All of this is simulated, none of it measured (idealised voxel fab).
process module | voxel self aligned vias
For reference, the cross-section in this document is cut, with width 175 nm and square cells of 5 nm.
Think of the cross-section as a grid of square cells. We describe it in bands, top to bottom, and each band covers one or more rows of those cells.
Read a band's entry like this: the first values are the height of its top and the height of its bottom in nm, and what follows is the sequence of materials from left to right, each with its width in nm. Note that "empty" is empty space, and that a single material marked "all across" reaches across the band from edge to edge.
Zero point of the height axis is 0; under it, received wafer = one material. Lowest band: continues down indefinitely, "top 0, no bottom".
A two-number width, for instance "30..40", indicates that the width is equal to the first number in the top row of the band and to the second number in the bottom row, and that it changes by a constant amount per row of cells.
Where a step carries "remains unaltered", the cross-section came out of it unchanged, cell for cell.
In the "Closed void inventory" entry, you get each enclosed empty space of 8 cells or more, one with no open way to the top, written width x height at distance, distance from the left edge, in nm.
Where a step's line continues beyond its settings, the continuation is a remark by the simulator itself on that step.
overlay nm: for a step with a mask, the amount by which the mask lay right of where it was planned; a negative amount means left of it.
## Here's what the planned process steps look like
| 1 | RECEIVE | material Si |
| 2 | CONFORMAL_DEP | material SiO2 | thk nm 10 |
| 3 | CONFORMAL_DEP | material SiCN | thk nm 5 |
| 4 | DIRECTIONAL_DEP | material SiO2 | thk nm 25 |
| 5 | MASKED_ETCH | tone open | mask id LINES | width nm 25 | pitch nm 65 | etch materials SiO2 | depth nm 25 | overlay nm 0 |
| 6 | CONFORMAL_DEP | material TiN | thk nm 5 |
| 7 | FILL_DEP | material Ru | thk nm 5 |
| 8 | CMP | height nm 40 |
| 9 | SELECTIVE_ETCH | etch materials W Ru TiN | depth nm 5 |
| 10 | FILL_DEP | material SiN | thk nm 5 |
| 11 | CMP | height nm 40 |
| 12 | DIRECTIONAL_DEP | material SiO2 | thk nm 20 |
| 13 | DIRECTIONAL_DEP | material aC | thk nm 15 |
| 14 | PATTERN | tone open | mask id VIAS | material resist | width nm 35 | thk nm 35 | overlay nm 0 |
| 15 | DIRECTIONAL_ETCH | etch materials aC | depth nm 15 |
| 16 | STRIP | etch materials resist |
| 17 | DIRECTIONAL_ETCH | etch materials SiO2 | depth nm 20 |
| 18 | DIRECTIONAL_ETCH | etch materials SiN | depth nm 5 |
| 19 | STRIP | etch materials aC |
| 20 | CONFORMAL_DEP | material TiN | thk nm 5 |
| 21 | FILL_DEP | material Cu | thk nm 5 |
| 22 | CMP | height nm 60 |
| 23 | CONFORMAL_DEP | material SiCN | thk nm 5 |
## First wafer, two in total, run as planned
## Cross-section of the wafer as it came to us, i.e., already through step 1
- top 0, no bottom: Si all across
- Closed void inventory: none
## Cross-section through the wafer, step 2 finished
- top 10, bottom 0: SiO2 all across
- Below 0, no change.
## Cross-section through the wafer, step 3 finished
- top 15, bottom 10: SiCN all across
- Below 10, no change.
## Cross-section through the wafer, step 4 finished
- top 40, bottom 15: SiO2 all across
- Below 15, no change.
## Cross-section through the wafer, step 5 finished
- top 40, bottom 15: SiO2 40  empty 25  SiO2 40  empty 25  SiO2 45
- Below 15, no change.
## Cross-section through the wafer, step 6 finished
- top 45, bottom 40: TiN 45  empty 15  TiN 50  empty 15  TiN 50
- top 40, bottom 20: SiO2 40  TiN 5  empty 15  TiN 5  SiO2 40  TiN 5  empty 15  TiN 5  SiO2 45
- top 20, bottom 15: SiO2 40  TiN 25  SiO2 40  TiN 25  SiO2 45
- Below 15, no change.
## Cross-section through the wafer, step 7 finished
- top 50, bottom 45: Ru all across
- top 45, bottom 40: TiN 45  Ru 15  TiN 50  Ru 15  TiN 50
- top 40, bottom 20: SiO2 40  TiN 5  Ru 15  TiN 5  SiO2 40  TiN 5  Ru 15  TiN 5  SiO2 45
- Below 20, no change.
## Cross-section through the wafer, step 8 finished
- top 40, bottom 20: SiO2 40  TiN 5  Ru 15  TiN 5  SiO2 40  TiN 5  Ru 15  TiN 5  SiO2 45
- Below 20, no change.
## Cross-section through the wafer, step 9 finished
- top 40, bottom 35: SiO2 40  empty 25  SiO2 40  empty 25  SiO2 45
- Below 35, no change.
## Cross-section through the wafer, step 10 finished
- top 45, bottom 40: SiN all across
- top 40, bottom 35: SiO2 40  SiN 25  SiO2 40  SiN 25  SiO2 45
- Below 35, no change.
## Cross-section through the wafer, step 11 finished
- top 40, bottom 35: SiO2 40  SiN 25  SiO2 40  SiN 25  SiO2 45
- Below 35, no change.
## Cross-section through the wafer, step 12 finished
- top 60, bottom 40: SiO2 all across
- Below 40, no change.
## Cross-section through the wafer, step 13 finished
- top 75, bottom 60: aC all across
- Below 60, no change.
## Cross-section through the wafer, step 14 finished
- top 110, bottom 75: resist 35  empty 35  resist 105
- Below 75, no change.
## Cross-section through the wafer, step 15 finished
- top 95, bottom 75: resist 35  empty 35  resist 105
- top 75, bottom 60: aC 35  empty 35  aC 105
- Below 60, no change.
## Cross-section through the wafer, step 16 finished
- top 75, bottom 60: aC 35  empty 35  aC 105
- Below 60, no change.
## Cross-section through the wafer, step 17 finished
- top 75, bottom 60: aC 35  empty 35  aC 105
- top 60, bottom 40: SiO2 35  empty 35  SiO2 105
- Below 40, no change.
## Cross-section through the wafer, step 18 finished
- top 75, bottom 60: aC 35  empty 35  aC 105
- top 60, bottom 40: SiO2 35  empty 35  SiO2 105
- top 40, bottom 35: SiO2 40  empty 25  SiO2 40  SiN 25  SiO2 45
- Below 35, no change.
## Cross-section through the wafer, step 19 finished
- top 60, bottom 40: SiO2 35  empty 35  SiO2 105
- Below 40, no change.
## Cross-section through the wafer, step 20 finished
- top 65, bottom 60: TiN 40  empty 25  TiN 110
- top 60, bottom 45: SiO2 35  TiN 5  empty 25  TiN 5  SiO2 105
- top 45, bottom 40: SiO2 35  TiN 10  empty 15  TiN 10  SiO2 105
- top 40, bottom 35: SiO2 40  TiN 25  SiO2 40  SiN 25  SiO2 45
- Below 35, no change.
## Cross-section through the wafer, step 21 finished
- top 70, bottom 65: Cu all across
- top 65, bottom 60: TiN 40  Cu 25  TiN 110
- top 60, bottom 45: SiO2 35  TiN 5  Cu 25  TiN 5  SiO2 105
- top 45, bottom 40: SiO2 35  TiN 10  Cu 15  TiN 10  SiO2 105
- Below 40, no change.
## Cross-section through the wafer, step 22 finished
- top 60, bottom 45: SiO2 35  TiN 5  Cu 25  TiN 5  SiO2 105
- Below 45, no change.
## Cross-section through the wafer, step 23 finished
- top 65, bottom 60: SiCN all across
- Below 60, no change.
## Okay, second wafer. Nothing different at the start, nothing different in the plan, just one mistake somewhere in the running. As far as step 5, counting that step, it's the first wafer all over again
## Planned end of step 6: second wafer, cross-section
- top 45, bottom 20: SiO2 45  empty 15  SiO2 50  empty 15  SiO2 50
- top 20, bottom 15: SiO2 all across
- Below 15, no change.
## Planned end of step 7: second wafer, cross-section
- top 50, bottom 45: Ru all across
- top 45, bottom 20: SiO2 45  Ru 15  SiO2 50  Ru 15  SiO2 50
- Below 20, no change.
## Planned end of step 8: second wafer, cross-section
- top 40, bottom 20: SiO2 45  Ru 15  SiO2 50  Ru 15  SiO2 50
- Below 20, no change.
## Planned end of step 9: second wafer, cross-section
- top 40, bottom 35: SiO2 45  empty 15  SiO2 50  empty 15  SiO2 50
- Below 35, no change.
## Planned end of step 10: second wafer, cross-section
- top 45, bottom 40: SiN all across
- top 40, bottom 35: SiO2 45  SiN 15  SiO2 50  SiN 15  SiO2 50
- Below 35, no change.
## Planned end of step 11: second wafer, cross-section
- top 40, bottom 35: SiO2 45  SiN 15  SiO2 50  SiN 15  SiO2 50
- Below 35, no change.
## Planned end of step 12: second wafer, cross-section
- top 60, bottom 40: SiO2 all across
- Below 40, no change.
## Planned end of step 13: second wafer, cross-section
- top 75, bottom 60: aC all across
- Below 60, no change.
## Planned end of step 14: second wafer, cross-section
- top 110, bottom 75: resist 35  empty 35  resist 105
- Below 75, no change.
## Planned end of step 15: second wafer, cross-section
- top 95, bottom 75: resist 35  empty 35  resist 105
- top 75, bottom 60: aC 35  empty 35  aC 105
- Below 60, no change.
## Planned end of step 16: second wafer, cross-section
- top 75, bottom 60: aC 35  empty 35  aC 105
- Below 60, no change.
## Planned end of step 17: second wafer, cross-section
- top 75, bottom 60: aC 35  empty 35  aC 105
- top 60, bottom 40: SiO2 35  empty 35  SiO2 105
- Below 40, no change.
## Planned end of step 18: second wafer, cross-section
- top 75, bottom 60: aC 35  empty 35  aC 105
- top 60, bottom 40: SiO2 35  empty 35  SiO2 105
- top 40, bottom 35: SiO2 45  empty 15  SiO2 50  SiN 15  SiO2 50
- Below 35, no change.
## Planned end of step 19: second wafer, cross-section
- top 60, bottom 40: SiO2 35  empty 35  SiO2 105
- Below 40, no change.
## Planned end of step 20: second wafer, cross-section
- top 65, bottom 60: TiN 40  empty 25  TiN 110
- top 60, bottom 45: SiO2 35  TiN 5  empty 25  TiN 5  SiO2 105
- top 45, bottom 40: SiO2 35  TiN 15  empty 5  TiN 15  SiO2 105
- top 40, bottom 35: SiO2 45  TiN 15  SiO2 50  SiN 15  SiO2 50
- Below 35, no change.
## Planned end of step 21: second wafer, cross-section
- top 70, bottom 65: Cu all across
- top 65, bottom 60: TiN 40  Cu 25  TiN 110
- top 60, bottom 45: SiO2 35  TiN 5  Cu 25  TiN 5  SiO2 105
- top 45, bottom 40: SiO2 35  TiN 15  Cu 5  TiN 15  SiO2 105
- Below 40, no change.
## Planned end of step 22: second wafer, cross-section
- top 60, bottom 45: SiO2 35  TiN 5  Cu 25  TiN 5  SiO2 105
- Below 45, no change.
## Planned end of step 23: second wafer, cross-section
- top 65, bottom 60: SiCN all across
- Below 60, no change.
What was the processing mistake? step 6 changed vs plan, executed as CONFORMAL_DEP | material SiO2 | thk nm 5
At the finish, the second wafer shows more or fewer cells for some materials than the first does: Cu: 2 fewer; SiN: 2 fewer; SiO2: 26 more; TiN: 22 fewer
